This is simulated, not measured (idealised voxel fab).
The following process module bears the name voxel ribs on slabs.
Cross-sectional view cut (width: 290 nm; square cell size: 5 nm).
Bands, listed from the top down, are how a cross-section gets written in this document; the cross-section itself is a grid of square cells, and a band is one or more rows of them. Band: top and bottom heights (nm) first, top before bottom; then materials from left to right, widths in nm. "everywhere" marks a sole material filling the band edge to edge. "empty" denotes empty space. We count height from 0. Below that, the starting wafer is all one material. The lowest band never ends at the bottom but goes on down; see "0 nm and below" for how that is written. Think of "30->40" as a width that walks from the first number to the second as you go down the band, top row to bottom row, taking equal-sized steps from row to row. Any step labelled "no alterations made" changed none of the cells in the cross-section. "Internal closed voids" contains a list of empty spaces, each no smaller than 8 cells and without an open way to the top, written in the form width x height at distance with the distance from the left edge and all three in nm. Heads up: the bit after the settings on a step's line is the simulator's remark on that step. overlay nm: for a step with a mask, the amount by which the mask lay right of where it was planned; a negative amount means left of it. For the reader: what remains of this document is a series of pairs, each showing a cross-section before one process step and a cross-section after that step which reaches down only to the lowest band that changed, with the step between them and its settings set out under the pair. It should not be assumed that a pair continues from the pair above it; the pairs can come from different runs of this module on the same starting wafer, and such continuity exists only where the entry headed "State before" says so.

State before:
* 60 nm to 45 nm | aC=135 | empty=15 | aC=140
* 45 nm to 35 nm | SiN=135 | empty=15 | SiN=140
* 35 nm to 30 nm | SiN everywhere
* 30 nm to 0 nm | SiO2 everywhere
* 0 nm and below | Si everywhere
* Internal closed voids: none

Post-Step Cross-Section:
* 45 nm to 35 nm | SiN=135 | empty=15 | SiN=140
* Below a height of 35, the structure has not been altered.
* Internal closed voids: none
It is this step that lies between the two cross-sections above: STRIP, etch materials aC

State before: the after view from the pair directly above serves as the before view here.

Post-Step Cross-Section:
* 55 nm to 45 nm | aC=135 | empty=15 | aC=140
* 45 nm to 35 nm | SiN=135 | aC=15 | SiN=140
* Below a height of 35, the structure has not been altered.
* Internal closed voids: none
It is this step that lies between the two cross-sections above: DIRECTIONAL_DEP, material aC, thk nm 10

State before: the after view from the pair directly above serves as the before view here.

Post-Step Cross-Section:
* 85 nm to 55 nm | empty=110 | resist=65 | empty=115
* 55 nm to 45 nm | aC=135 | resist=15 | aC=140
* Below a height of 45, the structure has not been altered.
* Internal closed voids: none
It is this step that lies between the two cross-sections above: PATTERN, tone cover, mask id SLAB, material resist, width nm 65, thk nm 30, overlay nm 0

State before: the after view from the pair directly above serves as the before view here.

Post-Step Cross-Section:
* 75 nm to 55 nm | empty=110 | resist=65 | empty=115
* 55 nm to 45 nm | empty=110 | aC=25 | resist=15 | aC=25 | empty=115
* Below a height of 45, the structure has not been altered.
* Internal closed voids: none
It is this step that lies between the two cross-sections above: DIRECTIONAL_ETCH, etch materials aC, depth nm 10

State before: the after view from the pair directly above serves as the before view here.

Post-Step Cross-Section:
* 55 nm to 45 nm | empty=110 | aC=25 | empty=15 | aC=25 | empty=115
* Below a height of 45, the structure has not been altered.
* Internal closed voids: none
It is this step that lies between the two cross-sections above: STRIP, etch materials resist

State before: the after view from the pair directly above serves as the before view here.

Post-Step Cross-Section:
* 55 nm to 45 nm | empty=110 | aC=25 | empty=15 | aC=25 | empty=115
* 45 nm to 40 nm | empty=110 | SiN=25 | aC=15 | SiN=25 | empty=115
* Below a height of 40, the structure has not been altered.
* Internal closed voids: none
It is this step that lies between the two cross-sections above: DIRECTIONAL_ETCH, etch materials SiN, depth nm 5

State before: the after view from the pair directly above serves as the before view here.

Post-Step Cross-Section:
* 45 nm to 40 nm | empty=110 | SiN=25 | empty=15 | SiN=25 | empty=115
* 40 nm to 35 nm | SiN=135 | empty=15 | SiN=140
* Below a height of 35, the structure has not been altered.
* Internal closed voids: none
It is this step that lies between the two cross-sections above: STRIP, etch materials aC

State before: the after view from the pair directly above serves as the before view here.

Post-Step Cross-Section:
* 70 nm to 45 nm | SiO2 everywhere
* 45 nm to 40 nm | SiO2=110 | SiN=25 | SiO2=15 | SiN=25 | SiO2=115
* 40 nm to 35 nm | SiN=135 | SiO2=15 | SiN=140
* Below a height of 35, the structure has not been altered.
* Internal closed voids: none
It is this step that lies between the two cross-sections above: FILL_DEP, material SiO2, thk nm 25

State before: the after view from the pair directly above serves as the before view here.

Post-Step Cross-Section:
* 65 nm to 45 nm | SiO2 everywhere
* Below a height of 45, the structure has not been altered.
* Internal closed voids: none
It is this step that lies between the two cross-sections above: CMP, height nm 65

State before: the after view from the pair directly above serves as the before view here.

Post-Step Cross-Section:
* 75 nm to 65 nm | TiN everywhere
* Below a height of 65, the structure has not been altered.
* Internal closed voids: none
It is this step that lies between the two cross-sections above: DIRECTIONAL_DEP, material TiN, thk nm 10

State before: the after view from the pair directly above serves as the before view here.

Post-Step Cross-Section:
* 75 nm to 65 nm | empty=130 | TiN=25 | empty=135
* Below a height of 65, the structure has not been altered.
* Internal closed voids: none
It is this step that lies between the two cross-sections above: MASKED_ETCH, tone cover, mask id HEATER, width nm 25, etch materials TiN, depth nm 10, overlay nm 0

State before: the after view from the pair directly above serves as the before view here.

Post-Step Cross-Section:
* 80 nm to 75 nm | empty=125 | SiO2=35 | empty=130
* 75 nm to 70 nm | empty=125 | SiO2=5 | TiN=25 | SiO2=5 | empty=130
* 70 nm to 65 nm | SiO2=130 | TiN=25 | SiO2=135
* Below a height of 65, the structure has not been altered.
* Internal closed voids: none
It is this step that lies between the two cross-sections above: CONFORMAL_DEP, material SiO2, thk nm 5
